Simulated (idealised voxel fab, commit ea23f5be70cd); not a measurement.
Process module name: voxel wiring stack
Square cell edge 5 nm, section width 235 nm, ID cut.
Each cross-section below is a grid of square cells, stated as bands in top-down order, with one or more rows of cells making up each band. Band entry format. Leading values: height of top, height of bottom, nm. Remainder: materials in left-to-right order, each with its width in nm. Special words: "everywhere" on a single material, which then fills the band edge to edge; "empty", empty space. Beneath 0, the wafer as received is one material, and that level is where height counting begins. The lowest band goes on downward without a bottom; it is written like "top 0, no bottom". The two numbers in a width such as "30..40" mark its ends across the band: the first belongs to the top row of cells, the second to the bottom row, and from each row to the next the width moves by the same amount. Where the words "nothing got changed" appear for a step, the cross-section shows no cell changed by that step; every cell remained as before. "Completely enclosed voids": sealed empty spaces, 8 cells or more, no open way to top, listed width x height at distance, with distance from the left edge and width, height and distance in nm. Formally, on a step line, whatever follows the settings is a remark that the simulator itself makes on the step. Regarding "overlay nm": on a step with a mask, it is the distance the mask lay to the right of its planned place; a negative value places it to the left.

[Process steps - plan]
step 1: op RECEIVE | material Si
step 2: op CONFORMAL_DEP | material SiO2 | thk nm 10
step 3: op DIRECTIONAL_DEP | material TiN | thk nm 5
step 4: op DIRECTIONAL_DEP | material W | thk nm 15
step 5: op MASKED_ETCH | tone cover | mask id METAL_1 | width nm 20 | pitch nm 50 | etch materials W | depth nm 15 | overlay nm 0
step 6: op MASKED_ETCH | tone cover | mask id METAL_1 | width nm 20 | pitch nm 50 | etch materials TiN | depth nm 5 | overlay nm 0
step 7: op FILL_DEP | material SiO2 | thk nm 10
step 8: op CMP | height nm 30
step 9: op CONFORMAL_DEP | material SiCN | thk nm 5
step 10: op DIRECTIONAL_DEP | material lowk | thk nm 25
step 11: op MASKED_ETCH | tone open | mask id METAL_2 | width nm 20 | pitch nm 50 | etch materials lowk | depth nm 15 | overlay nm 0
step 12: op PATTERN | tone open | mask id METAL_2_HOLES | material resist | width nm 15 | pitch nm 50 | thk nm 15 | overlay nm 0
step 13: op DIRECTIONAL_ETCH | etch materials lowk | depth nm 10
step 14: op DIRECTIONAL_ETCH | etch materials SiCN | depth nm 5
step 15: op STRIP | etch materials resist
step 16: op CONFORMAL_DEP | material TiN | thk nm 5
step 17: op FILL_DEP | material Ru | thk nm 5
step 18: op CMP | height nm 60
step 19: op CONFORMAL_DEP | material SiCN | thk nm 5
step 20: op DIRECTIONAL_DEP | material SiO2 | thk nm 20
step 21: op MASKED_ETCH | tone open | mask id PLUG_2 | width nm 15 | pitch nm 100 | etch materials SiO2 | depth nm 20 | overlay nm 0
step 22: op MASKED_ETCH | tone open | mask id PLUG_2 | width nm 15 | pitch nm 100 | etch materials SiCN | depth nm 5 | overlay nm 0
step 23: op CONFORMAL_DEP | material TiN | thk nm 5
step 24: op FILL_DEP | material Cu | thk nm 5
step 25: op CMP | height nm 85
step 26: op CONFORMAL_DEP | material SiN | thk nm 5
step 27: op DIRECTIONAL_DEP | material lowk | thk nm 20
step 28: op DIRECTIONAL_DEP | material aC | thk nm 10
step 29: op PATTERN | tone open | mask id METAL_3 | material resist | width nm 20 | pitch nm 50 | thk nm 30 | overlay nm 0
step 30: op DIRECTIONAL_ETCH | etch materials aC | depth nm 10
step 31: op STRIP | etch materials resist
step 32: op DIRECTIONAL_ETCH | etch materials lowk | depth nm 20
step 33: op DIRECTIONAL_ETCH | etch materials SiN | depth nm 5
step 34: op STRIP | etch materials aC
step 35: op CONFORMAL_DEP | material TiN | thk nm 5
step 36: op FILL_DEP | material Cu | thk nm 5
step 37: op CMP | height nm 110
step 38: op EPI | material Ru | thk nm 5
step 39: op FILL_DEP | material SiCN | thk nm 5

[The cross-section here shows the wafer as received, i.e. in its state after step 1]
top 0, no bottom: Si everywhere
Completely enclosed voids: none

[First wafer of two, sectioned at end of module; run went per plan]
top 120, bottom 115: SiCN everywhere
top 115, bottom 110: SiCN: 25 | Ru: 30 | SiCN: 20 | Ru: 30 | SiCN: 20 | Ru: 30 | SiCN: 20 | Ru: 30 | SiCN: 30
top 110, bottom 90: lowk: 30 | TiN: 5 | Cu: 10 | TiN: 5 | lowk: 30 | TiN: 5 | Cu: 10 | TiN: 5 | lowk: 30 | TiN: 5 | Cu: 10 | TiN: 5 | lowk: 30 | TiN: 5 | Cu: 10 | TiN: 5 | lowk: 35
top 90, bottom 85: SiN: 30 | TiN: 20 | SiN: 30 | TiN: 20 | SiN: 30 | TiN: 20 | SiN: 30 | TiN: 20 | SiN: 35
top 85, bottom 65: SiO2: 30 | TiN: 5 | Cu: 5 | TiN: 5 | SiO2: 85 | TiN: 5 | Cu: 5 | TiN: 5 | SiO2: 90
top 65, bottom 60: SiCN: 30 | TiN: 15 | SiCN: 85 | TiN: 15 | SiCN: 90
top 60, bottom 50: lowk: 30 | TiN: 5 | Ru: 10 | TiN: 5 | lowk: 30 | TiN: 5 | Ru: 10 | TiN: 5 | lowk: 30 | TiN: 5 | Ru: 10 | TiN: 5 | lowk: 30 | TiN: 5 | Ru: 10 | TiN: 5 | lowk: 35
top 50, bottom 45: lowk: 30 | TiN: 5 | Ru: 5 | TiN: 10 | lowk: 30 | TiN: 5 | Ru: 5 | TiN: 10 | lowk: 30 | TiN: 5 | Ru: 5 | TiN: 10 | lowk: 30 | TiN: 5 | Ru: 5 | TiN: 10 | lowk: 35
top 45, bottom 35: lowk: 30 | TiN: 5 | Ru: 5 | TiN: 5 | lowk: 35 | TiN: 5 | Ru: 5 | TiN: 5 | lowk: 35 | TiN: 5 | Ru: 5 | TiN: 5 | lowk: 35 | TiN: 5 | Ru: 5 | TiN: 5 | lowk: 40
top 35, bottom 30: SiCN: 30 | TiN: 15 | SiCN: 35 | TiN: 15 | SiCN: 35 | TiN: 15 | SiCN: 35 | TiN: 15 | SiCN: 40
top 30, bottom 15: SiO2: 30 | W: 20 | SiO2: 30 | W: 20 | SiO2: 30 | W: 20 | SiO2: 30 | W: 20 | SiO2: 35
top 15, bottom 10: SiO2: 30 | TiN: 20 | SiO2: 30 | TiN: 20 | SiO2: 30 | TiN: 20 | SiO2: 30 | TiN: 20 | SiO2: 35
top 10, bottom 0: SiO2 everywhere
top 0, no bottom: Si everywhere
Completely enclosed voids: none

[Wafer two, end of module, cross-section. Same start, same plan as wafer one. One mistake in the run]
top 120, bottom 115: SiCN everywhere
top 115, bottom 110: SiCN: 25 | Ru: 30 | SiCN: 20 | Ru: 30 | SiCN: 20 | Ru: 30 | SiCN: 20 | Ru: 30 | SiCN: 30
top 110, bottom 90: lowk: 30 | TiN: 5 | Cu: 10 | TiN: 5 | lowk: 30 | TiN: 5 | Cu: 10 | TiN: 5 | lowk: 30 | TiN: 5 | Cu: 10 | TiN: 5 | lowk: 30 | TiN: 5 | Cu: 10 | TiN: 5 | lowk: 35
top 90, bottom 85: SiN: 30 | TiN: 20 | SiN: 30 | TiN: 20 | SiN: 30 | TiN: 20 | SiN: 30 | TiN: 20 | SiN: 35
top 85, bottom 65: SiO2: 30 | TiN: 5 | Cu: 5 | TiN: 5 | SiO2: 85 | TiN: 5 | Cu: 5 | TiN: 5 | SiO2: 90
top 65, bottom 60: SiCN: 30 | TiN: 15 | SiCN: 85 | TiN: 15 | SiCN: 90
top 60, bottom 50: lowk: 30 | TiN: 5 | Ru: 10 | TiN: 5 | lowk: 30 | TiN: 5 | Ru: 10 | TiN: 5 | lowk: 30 | TiN: 5 | Ru: 10 | TiN: 5 | lowk: 30 | TiN: 5 | Ru: 10 | TiN: 5 | lowk: 35
top 50, bottom 45: lowk: 30 | TiN: 5 | Ru: 5 | TiN: 10 | lowk: 30 | TiN: 5 | Ru: 5 | TiN: 10 | lowk: 30 | TiN: 5 | Ru: 5 | TiN: 10 | lowk: 30 | TiN: 5 | Ru: 5 | TiN: 10 | lowk: 35
top 45, bottom 35: lowk: 30 | TiN: 5 | Ru: 5 | TiN: 5 | lowk: 35 | TiN: 5 | Ru: 5 | TiN: 5 | lowk: 35 | TiN: 5 | Ru: 5 | TiN: 5 | lowk: 35 | TiN: 5 | Ru: 5 | TiN: 5 | lowk: 40
top 35, bottom 30: SiCN: 30 | TiN: 15 | SiCN: 35 | TiN: 15 | SiCN: 35 | TiN: 15 | SiCN: 35 | TiN: 15 | SiCN: 40
top 30, bottom 15: Ru: 30 | W: 20 | Ru: 30 | W: 20 | Ru: 30 | W: 20 | Ru: 30 | W: 20 | Ru: 35
top 15, bottom 10: Ru: 30 | TiN: 20 | Ru: 30 | TiN: 20 | Ru: 30 | TiN: 20 | Ru: 30 | TiN: 20 | Ru: 35
top 10, bottom 0: SiO2 everywhere
top 0, no bottom: Si everywhere
Completely enclosed voids: none
Error vs. plan: contrary to plan, step 7 was performed as op FILL_DEP | material Ru | thk nm 10
End check, counted in cells, second wafer has more or fewer of these materials than the first: +124 Ru | -124 SiO2
